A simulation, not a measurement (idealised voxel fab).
Documented hereafter: the process module known as voxel released beams.
Cross-sectional view cut (width: 255 nm; square cell size: 5 nm).
Cross-section format: a grid of square cells, given as bands from top to bottom; each band is one or more rows of cells. Band: top and bottom heights (nm) first, top before bottom; then materials from left to right, widths in nm. "all across" marks a sole material filling the band edge to edge. "empty" denotes empty space. Heights from 0 (as-received wafer is one material below). Bottom band endless downward, as "0 and below". The expression "30 to 40" gives the width at the extremes of the band, the first number at its top row of cells and the second at its bottom row, with the width changing by equal amounts from each row to the next in between. It should be understood that the words "nothing was modified", when stated for a given step, signify that the cross-section underwent no change in any of its cells during that step. If an empty space has no open way to the top and is at least 8 cells in size, "Enclosed void inventory" lists it, written width x height at distance, where distance is measured from the left edge and every value is in nm. Formally, on a step line, whatever follows the settings is a remark that the simulator itself makes on the step. "overlay nm", when on a step's line for a step with a mask, measures how far to the right of its planned place the mask lay; a negative measure means to the left.

-- The steps planned for the process are as follows
- 1: RECEIVE (material Si)
- 2: CONFORMAL_DEP (material SiN; thk nm 5)
- 3: DIRECTIONAL_DEP (material SiO2; thk nm 15)
- 4: DIRECTIONAL_DEP (material aC; thk nm 10)
- 5: PATTERN (tone open; mask id ANCHOR; material resist; width nm 35; thk nm 30; overlay nm 0)
- 6: DIRECTIONAL_ETCH (etch materials aC; depth nm 10)
- 7: STRIP (etch materials resist)
- 8: DIRECTIONAL_ETCH (etch materials SiO2; depth nm 15)
- 9: STRIP (etch materials aC)
- 10: CONFORMAL_DEP (material TiN; thk nm 15)
- 11: DIRECTIONAL_DEP (material aC; thk nm 10)
- 12: PATTERN (tone cover; mask id BEAM; material resist; width nm 80; thk nm 25; overlay nm 0)
- 13: DIRECTIONAL_ETCH (etch materials aC; depth nm 10)
- 14: STRIP (etch materials resist)
- 15: DIRECTIONAL_ETCH (etch materials TiN; depth nm 15)
- 16: STRIP (etch materials aC)
- 17: STRIP (etch materials SiO2)

-- Wafer cross-section on receipt, i.e. after step 1
0 and below: Si all across
Enclosed void inventory: none

-- Cross-sectional result after module completion. Note: starting condition and plan are unchanged from above; one processing mistake was made
35 down to 20: 85 nm empty | 80 nm TiN | 90 nm empty
20 down to 15: SiN all across
15 down to 0: SiO2 all across
0 and below: Si all across
Enclosed void inventory: none
Run error: steps 2 and 3 traded places in the executed sequence
